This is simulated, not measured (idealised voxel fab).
The process module presented herein is designated voxel gate over fins.
The cross-section on display is named cut; it measures 160 nm wide, and its cells are 5 nm squares.
Heads up, the way a cross-section reads in here is a grid of square cells, handed over as bands from the top down, with every band being one or more rows of cells.
Each band's line starts with the height of the band's top and of its bottom, in nm. Then come its materials from left to right, each with its width in nm. One material with "full width" fills the band from edge to edge. "blank" is empty space.
Height is counted from the level 0, under which the received wafer is composed throughout of one material. The lowest of the bands is not closed at the bottom but continues downward, in the notation "0..down".
The expression "30->40" gives the width at the extremes of the band, the first number at its top row of cells and the second at its bottom row, with the width changing by equal amounts from each row to the next in between.
"everything unchanged" after a step means that no cell of the cross-section changed.
Reported under the label "Closed cavity list" are the empty spaces having no open way to the top and comprising 8 cells or more; the notation for each is width x height at distance, in which the distance is measured from the left edge and all three values are in nm.
Past the settings on a step's line: simulator remark, on that step.
"overlay nm" denotes, for a step that has a mask, the displacement of the mask to the right of its planned place, with negative values corresponding to the left.
[Process steps (planned)]
1,RECEIVE | material Si
2,CONFORMAL_DEP | material SiN | thk nm 10
3,MASKED_ETCH | tone cover | mask id FINS | width nm 15 | pitch nm 60 | etch materials SiN | depth nm 10 | overlay nm 0
4,MASKED_ETCH | tone cover | mask id FINS | width nm 15 | pitch nm 60 | etch materials Si | depth nm 35 | overlay nm 0
5,OXIDIZE | depth nm 5
6,FILL_DEP | material SiO2 | thk nm 15
7,CMP | height nm 10
8,MASKED_ETCH | tone open | mask id RAIL | width nm 15 | etch materials SiO2 | depth nm 40 | overlay nm -15
9,CONFORMAL_DEP | material TiN | thk nm 5
10,FILL_DEP | material Ru | thk nm 5
11,CMP | height nm 10
12,SELECTIVE_ETCH | etch materials W Ru TiN | depth nm 25
13,FILL_DEP | material SiO2 | thk nm 5
14,CMP | height nm 10
15,SELECTIVE_ETCH | etch materials SiO2 | depth nm 20
16,STRIP | etch materials SiN
17,CONFORMAL_DEP | material HfO2 | thk nm 5
18,CONFORMAL_DEP | material TiN | thk nm 5
19,CONFORMAL_DEP | material TiAl | thk nm 5
20,CONFORMAL_DEP | material TiN | thk nm 5
21,FILL_DEP | material W | thk nm 10
22,CMP | height nm 25
23,CONFORMAL_DEP | material SiN | thk nm 10
Across this set of wafers, the varied parameter is the overlay nm of step 8. Starting conditions are identical for every wafer, and the plan reports the value assigned to the first wafer.
[first wafer as received, after step 1]
* 0..down | Si full width
* Closed cavity list: none
[Shown in cross-section: the first of several wafers at the end of the module, after its last step, step 23]
* 35..25 | SiN full width
* 25..20 | W full width
* 20..15 | W 25 nm / TiN 45 nm / W 15 nm / TiN 45 nm / W 30 nm
* 15..10 | W 25 nm / TiN 5 nm / TiAl 35 nm / TiN 5 nm / W 15 nm / TiN 5 nm / TiAl 35 nm / TiN 5 nm / W 30 nm
* 10..5 | TiN 30 nm / TiAl 5 nm / TiN 25 nm / TiAl 5 nm / TiN 25 nm / TiAl 5 nm / TiN 25 nm / TiAl 5 nm / TiN 35 nm
* 5..0 | TiAl 35 nm / TiN 5 nm / HfO2 15 nm / TiN 5 nm / TiAl 35 nm / TiN 5 nm / HfO2 15 nm / TiN 5 nm / TiAl 40 nm
* 0..-5 | TiN 40 nm / HfO2 5 nm / Si 5 nm / HfO2 5 nm / TiN 45 nm / HfO2 5 nm / Si 5 nm / HfO2 5 nm / TiN 45 nm
* -5..-10 | HfO2 45 nm / Si 5 nm / HfO2 55 nm / Si 5 nm / HfO2 50 nm
* -10..-15 | SiO2 45 nm / Si 5 nm / SiO2 55 nm / Si 5 nm / SiO2 50 nm
* -15..-25 | SiO2 45 nm / Si 5 nm / SiO2 5 nm / TiN 5 nm / Ru 5 nm / TiN 5 nm / SiO2 35 nm / Si 5 nm / SiO2 50 nm
* -25..-30 | SiO2 45 nm / Si 5 nm / SiO2 5 nm / TiN 15 nm / SiO2 35 nm / Si 5 nm / SiO2 50 nm
* -30..-40 | SiO2 45 nm / Si 5 nm / SiO2 55 nm / Si 5 nm / SiO2 50 nm
* -40..down | Si full width
* Closed cavity list: none
[Cross-sectional depiction of the last of several wafers upon completion of the module]
* 35..25 | SiN full width
* 25..20 | W full width
* 20..15 | W 25 nm / TiN 45 nm / W 15 nm / TiN 45 nm / W 30 nm
* 15..10 | W 25 nm / TiN 5 nm / TiAl 35 nm / TiN 5 nm / W 15 nm / TiN 5 nm / TiAl 35 nm / TiN 5 nm / W 30 nm
* 10..5 | TiN 30 nm / TiAl 5 nm / TiN 25 nm / TiAl 5 nm / TiN 25 nm / TiAl 5 nm / TiN 25 nm / TiAl 5 nm / TiN 35 nm
* 5..0 | TiAl 35 nm / TiN 5 nm / HfO2 15 nm / TiN 5 nm / TiAl 35 nm / TiN 5 nm / HfO2 15 nm / TiN 5 nm / TiAl 40 nm
* 0..-5 | TiN 40 nm / HfO2 5 nm / Si 5 nm / HfO2 5 nm / TiN 45 nm / HfO2 5 nm / Si 5 nm / HfO2 5 nm / TiN 45 nm
* -5..-10 | HfO2 45 nm / Si 5 nm / HfO2 55 nm / Si 5 nm / HfO2 50 nm
* -10..-15 | SiO2 45 nm / Si 5 nm / SiO2 55 nm / Si 5 nm / SiO2 50 nm
* -15..-25 | SiO2 45 nm / Si 5 nm / SiO2 35 nm / TiN 5 nm / Ru 5 nm / TiN 5 nm / SiO2 5 nm / Si 5 nm / SiO2 50 nm
* -25..-30 | SiO2 45 nm / Si 5 nm / SiO2 35 nm / TiN 15 nm / SiO2 5 nm / Si 5 nm / SiO2 50 nm
* -30..-40 | SiO2 45 nm / Si 5 nm / SiO2 55 nm / Si 5 nm / SiO2 50 nm
* -40..down | Si full width
* Closed cavity list: none
[So in this table every wafer gets its own row, and what you see is where it stands at the end of the module: for each material, how many cells it picked up (+) or gave up (-) since we received it, and after that its closed voids]
overlay nm -15, +40 HfO2, +2 Ru, -240 Si, +64 SiN, +171 SiO2, +40 TiAl, +87 TiN, +60 W, Closed cavity list: none
overlay nm -10, +40 HfO2, +2 Ru, -240 Si, +64 SiN, +171 SiO2, +40 TiAl, +87 TiN, +60 W, Closed cavity list: none
overlay nm -5, +40 HfO2, +2 Ru, -240 Si, +64 SiN, +171 SiO2, +40 TiAl, +87 TiN, +60 W, Closed cavity list: none
overlay nm 0, +40 HfO2, +2 Ru, -240 Si, +64 SiN, +171 SiO2, +40 TiAl, +87 TiN, +60 W, Closed cavity list: none
overlay nm 5, +40 HfO2, +2 Ru, -240 Si, +64 SiN, +171 SiO2, +40 TiAl, +87 TiN, +60 W, Closed cavity list: none
overlay nm 10, +40 HfO2, +2 Ru, -240 Si, +64 SiN, +171 SiO2, +40 TiAl, +87 TiN, +60 W, Closed cavity list: none
overlay nm 15, +40 HfO2, +2 Ru, -240 Si, +64 SiN, +171 SiO2, +40 TiAl, +87 TiN, +60 W, Closed cavity list: none
